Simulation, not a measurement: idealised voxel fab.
Module name: voxel ribs on slabs (process module)
The cross-section shown here is cut; it is 150 nm wide and divided into square cells measuring 5 nm on a side.
How to read a cross-section here: the picture is a grid of square cells, written as bands going from the top down, and any band can span one or more rows of cells.
The band entry comprises the height of the band's top followed by the height of its bottom, expressed in nm, and subsequently the band's materials from left to right, each stated together with its width in nm. Where a single material is marked with the word "full width", that material fills the band from edge to edge. The word "air" represents empty space.
Height reference: 0 = level under which incoming wafer is all one material. Lowest band: no bottom, runs on downward, e.g. "z 0 and below".
A two-number width, for instance "30->40", indicates that the width is equal to the first number in the top row of the band and to the second number in the bottom row, and that it changes by a constant amount per row of cells.
"no alteration" -> step changed no cross-section cell.
Listed in "Closed cavity list": every empty space of 8 or more cells without an open way to the top. Form: width x height at distance, the distance being from the left edge, all in nm.
On a step's line, text after the settings is the simulator commenting on that step.
What "overlay nm" on a step's line means: if the step has a mask, that mask lay this far to the right of its planned place, or, when the value is negative, to the left.
Intended process steps:
- 1: RECEIVE [material Si]
- 2: DIRECTIONAL_DEP [material SiO2] [thk nm 30]
- 3: DIRECTIONAL_DEP [material polySi] [thk nm 20]
- 4: DIRECTIONAL_DEP [material aC] [thk nm 15]
- 5: PATTERN [tone cover] [mask id RIB] [material resist] [width nm 20] [thk nm 30] [overlay nm 0]
- 6: DIRECTIONAL_ETCH [etch materials aC] [depth nm 15]
- 7: STRIP [etch materials resist]
- 8: DIRECTIONAL_ETCH [etch materials polySi] [depth nm 15]
- 9: STRIP [etch materials aC]
- 10: PATTERN [tone cover] [mask id SLAB] [material resist] [width nm 60] [thk nm 15] [overlay nm 0]
- 11: DIRECTIONAL_ETCH [etch materials polySi] [depth nm 5]
- 12: STRIP [etch materials resist]
- 13: FILL_DEP [material SiO2] [thk nm 25]
- 14: CMP [height nm 65]
- 15: DIRECTIONAL_DEP [material W] [thk nm 5]
- 16: PATTERN [tone cover] [mask id HEATER] [material resist] [width nm 30] [thk nm 15] [overlay nm 0]
- 17: DIRECTIONAL_ETCH [etch materials W] [depth nm 5]
- 18: STRIP [etch materials resist]
- 19: CONFORMAL_DEP [material SiO2] [thk nm 5]
First wafer, two in total, run as planned:
As-received state of the wafer in cross-section, equivalent to post-step 1:
  z 0 and below = Si full width
  Closed cavity list: none
Cross-section through the wafer, step 2 finished:
  z 30 to 0 = SiO2 full width
  Anything lower than 0 is untouched.
Cross-section through the wafer, step 3 finished:
  z 50 to 30 = polySi full width
  Anything lower than 30 is untouched.
Cross-section through the wafer, step 4 finished:
  z 65 to 50 = aC full width
  Anything lower than 50 is untouched.
Cross-section through the wafer, step 5 finished:
  z 95 to 65 = air: 65; resist: 20; air: 65
  Anything lower than 65 is untouched.
Cross-section through the wafer, step 6 finished:
  z 80 to 65 = air: 65; resist: 20; air: 65
  z 65 to 50 = air: 65; aC: 20; air: 65
  Anything lower than 50 is untouched.
Cross-section through the wafer, step 7 finished:
  z 65 to 50 = air: 65; aC: 20; air: 65
  Anything lower than 50 is untouched.
Cross-section through the wafer, step 8 finished:
  z 65 to 50 = air: 65; aC: 20; air: 65
  z 50 to 35 = air: 65; polySi: 20; air: 65
  Anything lower than 35 is untouched.
Cross-section through the wafer, step 9 finished:
  z 50 to 35 = air: 65; polySi: 20; air: 65
  Anything lower than 35 is untouched.
Cross-section through the wafer, step 10 finished:
  z 65 to 50 = air: 45; resist: 60; air: 45
  z 50 to 35 = air: 45; resist: 20; polySi: 20; resist: 20; air: 45
  Anything lower than 35 is untouched.
Cross-section through the wafer, step 11 finished:
  z 65 to 50 = air: 45; resist: 60; air: 45
  z 50 to 35 = air: 45; resist: 20; polySi: 20; resist: 20; air: 45
  z 35 to 30 = air: 45; polySi: 60; air: 45
  Anything lower than 30 is untouched.
Cross-section through the wafer, step 12 finished:
  z 50 to 35 = air: 65; polySi: 20; air: 65
  Anything lower than 35 is untouched.
Cross-section through the wafer, step 13 finished:
  z 75 to 50 = SiO2 full width
  z 50 to 35 = SiO2: 65; polySi: 20; SiO2: 65
  z 35 to 30 = SiO2: 45; polySi: 60; SiO2: 45
  Anything lower than 30 is untouched.
Cross-section through the wafer, step 14 finished:
  z 65 to 50 = SiO2 full width
  Anything lower than 50 is untouched.
Cross-section through the wafer, step 15 finished:
  z 70 to 65 = W full width
  Anything lower than 65 is untouched.
Cross-section through the wafer, step 16 finished:
  z 85 to 70 = air: 60; resist: 30; air: 60
  Anything lower than 70 is untouched.
Cross-section through the wafer, step 17 finished:
  z 85 to 70 = air: 60; resist: 30; air: 60
  z 70 to 65 = air: 60; W: 30; air: 60
  Anything lower than 65 is untouched.
Cross-section through the wafer, step 18 finished:
  z 70 to 65 = air: 60; W: 30; air: 60
  Anything lower than 65 is untouched.
Cross-section through the wafer, step 19 finished:
  z 75 to 70 = air: 55; SiO2: 40; air: 55
  z 70 to 65 = SiO2: 60; W: 30; SiO2: 60
  Anything lower than 65 is untouched.
It is to be noted that the second wafer proceeded from the same initial state and according to the same plan as the first, although one mistake was committed in its execution; through step 15, inclusive, the two wafers share an identical history:
At the planned end of step 16, the second wafer in cross-section:
  z 85 to 70 = air: 50; resist: 30; air: 70
  Anything lower than 70 is untouched.
At the planned end of step 17, the second wafer in cross-section:
  z 85 to 70 = air: 50; resist: 30; air: 70
  z 70 to 65 = air: 50; W: 30; air: 70
  Anything lower than 65 is untouched.
At the planned end of step 18, the second wafer in cross-section:
  z 70 to 65 = air: 50; W: 30; air: 70
  Anything lower than 65 is untouched.
At the planned end of step 19, the second wafer in cross-section:
  z 75 to 70 = air: 45; SiO2: 40; air: 65
  z 70 to 65 = SiO2: 50; W: 30; SiO2: 70
  Anything lower than 65 is untouched.
So what did we get wrong on this run? step 16 ran as: PATTERN [tone cover] [mask id HEATER] [material resist] [width nm 30] [thk nm 15] [overlay nm -10]
Comparing end states, the material composition by cell count is preserved from the first wafer to the second, while the locations of the cells are not.
